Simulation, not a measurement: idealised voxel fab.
This is a process module. Its name is voxel lift off.
The width of the displayed cross-section, cut, is 215 nm; its cells are square, with a size of 5 nm.
Reading order for cross-sections: top band down to bottom band. Underlying form: a grid of square cells. Band size: one or more rows of cells. This entry defines a band. It first specifies the height of the band's top and the height of its bottom in nm, and then specifies the band's materials from left to right, stating each material with its width in nm. The word "full width" identifies a single material that fills the band from edge to edge, while the word "empty" identifies empty space. Measure heights from 0. That's the level where, below it, the as-received wafer is all one material. The lowest band is bottomless and extends downward; write it as in "0..down". Graded width ("30 to 40"): value in top row of band = first number; value in bottom row = second number; row-to-row change constant. For the purposes of this document, the phrase "stayed the same" attached to a step denotes that no cell within the cross-section was modified by that step. Each empty space that has no open way to the top and spans at least 8 cells appears under "Sealed void inventory" as width x height at distance, the distance counted from the left edge, all in nm. Formally, on a step line, whatever follows the settings is a remark that the simulator itself makes on the step. When a step includes a mask, the "overlay nm" setting on its line states how far to the right of its planned place that mask lay, and negative values state how far to the left.

Listed below are the process steps as planned
1,op RECEIVE | material Si
2,op CONFORMAL_DEP | material Al2O3 | thk nm 15
3,op PATTERN | tone open | mask id LINES | material resist | width nm 15 | pitch nm 30 | thk nm 20 | overlay nm 0
4,op DIRECTIONAL_DEP | material Ru | thk nm 10
5,op STRIP | etch materials resist
6,op CONFORMAL_DEP | material SiO2 | thk nm 5

Shown in cross-section is the wafer as received, that is, as it stands after step 1
0..down  Si full width
Sealed void inventory: none

Result of the module, cross-sectioned: start per above, plan per above, one error in how it was run
30..25  80 nm empty / 25 nm SiO2 / 5 nm empty / 25 nm SiO2 / 80 nm empty
25..20  80 nm empty / 5 nm SiO2 / 15 nm Ru / 5 nm SiO2 / 5 nm empty / 5 nm SiO2 / 15 nm Ru / 5 nm SiO2 / 80 nm empty
20..15  85 nm SiO2 / 15 nm Ru / 15 nm SiO2 / 15 nm Ru / 85 nm SiO2
15..0  Ru full width
0..down  Si full width
Sealed void inventory: none
what went wrong: step 2 was not run as planned; what actually ran was op CONFORMAL_DEP | material Ru | thk nm 15
